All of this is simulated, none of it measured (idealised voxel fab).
Presented below is a process module, voxel self aligned contacts.
Section cut is 250 nm wide and gridded with 5 nm square cells.
Throughout this document, each cross-section is represented as a grid of square cells and is presented as a sequence of bands enumerated from the top downward, where a band comprises one or more rows of cells. Per band: top height and bottom height in nm, followed by the left-to-right materials and their widths in nm; "full width" marks a single material spanning edge to edge, "empty" marks empty space. For the purposes of this specification, 0 denotes the height below which the wafer in its as-received condition is composed wholly of one material, and the lowermost band, lacking a lower limit, extends downward without end, as expressed in "z 0 and below". Read "30->40" as a graded width: first number on top, second number at the bottom, same change between each pair of neighbouring rows. "nothing different" after a step means that no cell of the cross-section changed. "Closed void inventory" specifies each empty space that is not open to the top and that occupies no fewer than 8 cells, using the form width x height at distance, the distance measured from the left edge and all three quantities in nm. Whatever follows a step's settings on its line is a remark the simulator itself makes about that step. For masked steps, "overlay nm" on the step line gives how far right of plan the mask actually lay; a minus sign means it lay to the left.

-- Process steps - plan
1) RECEIVE [material Si]
2) CONFORMAL_DEP [material SiO2] [thk nm 5]
3) DIRECTIONAL_DEP [material polySi] [thk nm 30]
4) DIRECTIONAL_DEP [material SiN] [thk nm 15]
5) PATTERN [tone cover] [mask id GATE] [material resist] [width nm 35] [pitch nm 60] [thk nm 15] [overlay nm 0]
6) DIRECTIONAL_ETCH [etch materials SiN] [depth nm 15]
7) DIRECTIONAL_ETCH [etch materials polySi] [depth nm 30]
8) STRIP [etch materials resist]
9) CONFORMAL_DEP [material SiN] [thk nm 5]
10) DIRECTIONAL_ETCH [etch materials SiN] [depth nm 5]
11) FILL_DEP [material SiO2] [thk nm 15]
12) CMP [height nm 60]
13) PATTERN [tone open] [mask id CONTACT] [material resist] [width nm 35] [pitch nm 60] [thk nm 15] [overlay nm 0]
14) DIRECTIONAL_ETCH [etch materials SiO2] [depth nm 60]
15) STRIP [etch materials resist]
16) CONFORMAL_DEP [material TiN] [thk nm 5]
17) FILL_DEP [material Ru] [thk nm 5]
18) CMP [height nm 60]
19) CONFORMAL_DEP [material SiCN] [thk nm 5]

-- First of the two wafers, run per plan

-- Incoming wafer in cross-section (state: after step 1)
    z 0 and below | Si full width
    Closed void inventory: none

-- Take a look at the wafer's cross-section after step 2
    z 5 to 0 | SiO2 full width
    Nothing below the height 0 has changed.

-- Take a look at the wafer's cross-section after step 3
    z 35 to 5 | polySi full width
    Nothing below the height 5 has changed.

-- Take a look at the wafer's cross-section after step 4
    z 50 to 35 | SiN full width
    Nothing below the height 35 has changed.

-- Take a look at the wafer's cross-section after step 5
    z 65 to 50 | 45 empty | 35 resist | 25 empty | 35 resist | 25 empty | 35 resist | 50 empty
    Nothing below the height 50 has changed.

-- Take a look at the wafer's cross-section after step 6
    z 65 to 50 | 45 empty | 35 resist | 25 empty | 35 resist | 25 empty | 35 resist | 50 empty
    z 50 to 35 | 45 empty | 35 SiN | 25 empty | 35 SiN | 25 empty | 35 SiN | 50 empty
    Nothing below the height 35 has changed.

-- Take a look at the wafer's cross-section after step 7
    z 65 to 50 | 45 empty | 35 resist | 25 empty | 35 resist | 25 empty | 35 resist | 50 empty
    z 50 to 35 | 45 empty | 35 SiN | 25 empty | 35 SiN | 25 empty | 35 SiN | 50 empty
    z 35 to 5 | 45 empty | 35 polySi | 25 empty | 35 polySi | 25 empty | 35 polySi | 50 empty
    Nothing below the height 5 has changed.

-- Take a look at the wafer's cross-section after step 8
    z 50 to 35 | 45 empty | 35 SiN | 25 empty | 35 SiN | 25 empty | 35 SiN | 50 empty
    Nothing below the height 35 has changed.

-- Take a look at the wafer's cross-section after step 9
    z 55 to 35 | 40 empty | 45 SiN | 15 empty | 45 SiN | 15 empty | 45 SiN | 45 empty
    z 35 to 10 | 40 empty | 5 SiN | 35 polySi | 5 SiN | 15 empty | 5 SiN | 35 polySi | 5 SiN | 15 empty | 5 SiN | 35 polySi | 5 SiN | 45 empty
    z 10 to 5 | 45 SiN | 35 polySi | 25 SiN | 35 polySi | 25 SiN | 35 polySi | 50 SiN
    Nothing below the height 5 has changed.

-- Take a look at the wafer's cross-section after step 10
    z 50 to 35 | 40 empty | 45 SiN | 15 empty | 45 SiN | 15 empty | 45 SiN | 45 empty
    z 35 to 5 | 40 empty | 5 SiN | 35 polySi | 5 SiN | 15 empty | 5 SiN | 35 polySi | 5 SiN | 15 empty | 5 SiN | 35 polySi | 5 SiN | 45 empty
    Nothing below the height 5 has changed.

-- Take a look at the wafer's cross-section after step 11
    z 65 to 50 | SiO2 full width
    z 50 to 35 | 40 SiO2 | 45 SiN | 15 SiO2 | 45 SiN | 15 SiO2 | 45 SiN | 45 SiO2
    z 35 to 5 | 40 SiO2 | 5 SiN | 35 polySi | 5 SiN | 15 SiO2 | 5 SiN | 35 polySi | 5 SiN | 15 SiO2 | 5 SiN | 35 polySi | 5 SiN | 45 SiO2
    Nothing below the height 5 has changed.

-- Take a look at the wafer's cross-section after step 12
    z 60 to 50 | SiO2 full width
    Nothing below the height 50 has changed.

-- Take a look at the wafer's cross-section after step 13
    z 75 to 60 | 75 resist | 35 empty | 25 resist | 35 empty | 80 resist
    Nothing below the height 60 has changed.

-- Take a look at the wafer's cross-section after step 14
    z 75 to 60 | 75 resist | 35 empty | 25 resist | 35 empty | 80 resist
    z 60 to 50 | 75 SiO2 | 35 empty | 25 SiO2 | 35 empty | 80 SiO2
    z 50 to 35 | 40 SiO2 | 45 SiN | 15 empty | 45 SiN | 15 empty | 45 SiN | 45 SiO2
    z 35 to 5 | 40 SiO2 | 5 SiN | 35 polySi | 5 SiN | 15 empty | 5 SiN | 35 polySi | 5 SiN | 15 empty | 5 SiN | 35 polySi | 5 SiN | 45 SiO2
    z 5 to 0 | 85 SiO2 | 15 empty | 45 SiO2 | 15 empty | 90 SiO2
    Nothing below the height 0 has changed.

-- Take a look at the wafer's cross-section after step 15
    z 60 to 50 | 75 SiO2 | 35 empty | 25 SiO2 | 35 empty | 80 SiO2
    Nothing below the height 50 has changed.

-- Take a look at the wafer's cross-section after step 16
    z 65 to 60 | 80 TiN | 25 empty | 35 TiN | 25 empty | 85 TiN
    z 60 to 50 | 75 SiO2 | 5->15 TiN | 25->5 empty | 5->15 TiN | 25 SiO2 | 5->15 TiN | 25->5 empty | 5->15 TiN | 80 SiO2
    z 50 to 35 | 40 SiO2 | 45 SiN | 5 TiN | 5 empty | 5 TiN | 45 SiN | 5 TiN | 5 empty | 5 TiN | 45 SiN | 45 SiO2
    z 35 to 5 | 40 SiO2 | 5 SiN | 35 polySi | 5 SiN | 5 TiN | 5 empty | 5 TiN | 5 SiN | 35 polySi | 5 SiN | 5 TiN | 5 empty | 5 TiN | 5 SiN | 35 polySi | 5 SiN | 45 SiO2
    z 5 to 0 | 85 SiO2 | 15 TiN | 45 SiO2 | 15 TiN | 90 SiO2
    Nothing below the height 0 has changed.

-- Take a look at the wafer's cross-section after step 17
    z 70 to 65 | Ru full width
    z 65 to 60 | 80 TiN | 25 Ru | 35 TiN | 25 Ru | 85 TiN
    z 60 to 50 | 75 SiO2 | 5->15 TiN | 25->5 Ru | 5->15 TiN | 25 SiO2 | 5->15 TiN | 25->5 Ru | 5->15 TiN | 80 SiO2
    z 50 to 35 | 40 SiO2 | 45 SiN | 5 TiN | 5 Ru | 5 TiN | 45 SiN | 5 TiN | 5 Ru | 5 TiN | 45 SiN | 45 SiO2
    z 35 to 5 | 40 SiO2 | 5 SiN | 35 polySi | 5 SiN | 5 TiN | 5 Ru | 5 TiN | 5 SiN | 35 polySi | 5 SiN | 5 TiN | 5 Ru | 5 TiN | 5 SiN | 35 polySi | 5 SiN | 45 SiO2
    Nothing below the height 5 has changed.

-- Take a look at the wafer's cross-section after step 18
    z 60 to 50 | 75 SiO2 | 5->15 TiN | 25->5 Ru | 5->15 TiN | 25 SiO2 | 5->15 TiN | 25->5 Ru | 5->15 TiN | 80 SiO2
    Nothing below the height 50 has changed.

-- Take a look at the wafer's cross-section after step 19
    z 65 to 60 | SiCN full width
    Nothing below the height 60 has changed.

-- What follows concerns the second wafer, which started out like the first and was meant to follow the very same plan; one mistake crept in when it was run, but everything up to and including step 8 is the same as for the first wafer

-- Second wafer profile in section, at the moment step 9 of the plan was meant to be complete
    z 45 to 35 | 45 empty | 35 SiN | 25 empty | 35 SiN | 25 empty | 35 SiN | 50 empty
    Nothing below the height 35 has changed.

-- Second wafer profile in section, at the moment step 10 of the plan was meant to be complete
    z 50 to 35 | 40 empty | 45 SiN | 15 empty | 45 SiN | 15 empty | 45 SiN | 45 empty
    z 35 to 10 | 40 empty | 5 SiN | 35 polySi | 5 SiN | 15 empty | 5 SiN | 35 polySi | 5 SiN | 15 empty | 5 SiN | 35 polySi | 5 SiN | 45 empty
    z 10 to 5 | 45 SiN | 35 polySi | 25 SiN | 35 polySi | 25 SiN | 35 polySi | 50 SiN
    Nothing below the height 5 has changed.

-- Second wafer profile in section, at the moment step 11 of the plan was meant to be complete
    z 65 to 50 | SiO2 full width
    z 50 to 35 | 40 SiO2 | 45 SiN | 15 SiO2 | 45 SiN | 15 SiO2 | 45 SiN | 45 SiO2
    z 35 to 10 | 40 SiO2 | 5 SiN | 35 polySi | 5 SiN | 15 SiO2 | 5 SiN | 35 polySi | 5 SiN | 15 SiO2 | 5 SiN | 35 polySi | 5 SiN | 45 SiO2
    Nothing below the height 10 has changed.

-- Second wafer profile in section, at the moment step 12 of the plan was meant to be complete
    z 60 to 50 | SiO2 full width
    Nothing below the height 50 has changed.

-- Second wafer profile in section, at the moment step 13 of the plan was meant to be complete
    z 75 to 60 | 75 resist | 35 empty | 25 resist | 35 empty | 80 resist
    Nothing below the height 60 has changed.

-- Second wafer profile in section, at the moment step 14 of the plan was meant to be complete
    z 75 to 60 | 75 resist | 35 empty | 25 resist | 35 empty | 80 resist
    z 60 to 50 | 75 SiO2 | 35 empty | 25 SiO2 | 35 empty | 80 SiO2
    z 50 to 35 | 40 SiO2 | 45 SiN | 15 empty | 45 SiN | 15 empty | 45 SiN | 45 SiO2
    z 35 to 10 | 40 SiO2 | 5 SiN | 35 polySi | 5 SiN | 15 empty | 5 SiN | 35 polySi | 5 SiN | 15 empty | 5 SiN | 35 polySi | 5 SiN | 45 SiO2
    Nothing below the height 10 has changed.

-- Second wafer profile in section, at the moment step 15 of the plan was meant to be complete
    z 60 to 50 | 75 SiO2 | 35 empty | 25 SiO2 | 35 empty | 80 SiO2
    Nothing below the height 50 has changed.

-- Second wafer profile in section, at the moment step 16 of the plan was meant to be complete
    z 65 to 60 | 80 TiN | 25 empty | 35 TiN | 25 empty | 85 TiN
    z 60 to 50 | 75 SiO2 | 5->15 TiN | 25->5 empty | 5->15 TiN | 25 SiO2 | 5->15 TiN | 25->5 empty | 5->15 TiN | 80 SiO2
    z 50 to 35 | 40 SiO2 | 45 SiN | 5 TiN | 5 empty | 5 TiN | 45 SiN | 5 TiN | 5 empty | 5 TiN | 45 SiN | 45 SiO2
    z 35 to 15 | 40 SiO2 | 5 SiN | 35 polySi | 5 SiN | 5 TiN | 5 empty | 5 TiN | 5 SiN | 35 polySi | 5 SiN | 5 TiN | 5 empty | 5 TiN | 5 SiN | 35 polySi | 5 SiN | 45 SiO2
    z 15 to 10 | 40 SiO2 | 5 SiN | 35 polySi | 5 SiN | 15 TiN | 5 SiN | 35 polySi | 5 SiN | 15 TiN | 5 SiN | 35 polySi | 5 SiN | 45 SiO2
    Nothing below the height 10 has changed.

-- Second wafer profile in section, at the moment step 17 of the plan was meant to be complete
    z 70 to 65 | Ru full width
    z 65 to 60 | 80 TiN | 25 Ru | 35 TiN | 25 Ru | 85 TiN
    z 60 to 50 | 75 SiO2 | 5->15 TiN | 25->5 Ru | 5->15 TiN | 25 SiO2 | 5->15 TiN | 25->5 Ru | 5->15 TiN | 80 SiO2
    z 50 to 35 | 40 SiO2 | 45 SiN | 5 TiN | 5 Ru | 5 TiN | 45 SiN | 5 TiN | 5 Ru | 5 TiN | 45 SiN | 45 SiO2
    z 35 to 15 | 40 SiO2 | 5 SiN | 35 polySi | 5 SiN | 5 TiN | 5 Ru | 5 TiN | 5 SiN | 35 polySi | 5 SiN | 5 TiN | 5 Ru | 5 TiN | 5 SiN | 35 polySi | 5 SiN | 45 SiO2
    Nothing below the height 15 has changed.

-- Second wafer profile in section, at the moment step 18 of the plan was meant to be complete
    z 60 to 50 | 75 SiO2 | 5->15 TiN | 25->5 Ru | 5->15 TiN | 25 SiO2 | 5->15 TiN | 25->5 Ru | 5->15 TiN | 80 SiO2
    Nothing below the height 50 has changed.

-- Second wafer profile in section, at the moment step 19 of the plan was meant to be complete
    z 65 to 60 | SiCN full width
    Nothing below the height 60 has changed.
Nonconformance to the process plan: steps 9 and 10 were swapped
Final comparison by cell count, materials where the second wafer has more or fewer than the first: 4 fewer of Ru, 23 more of SiN, 11 fewer of SiO2, 8 fewer of TiN
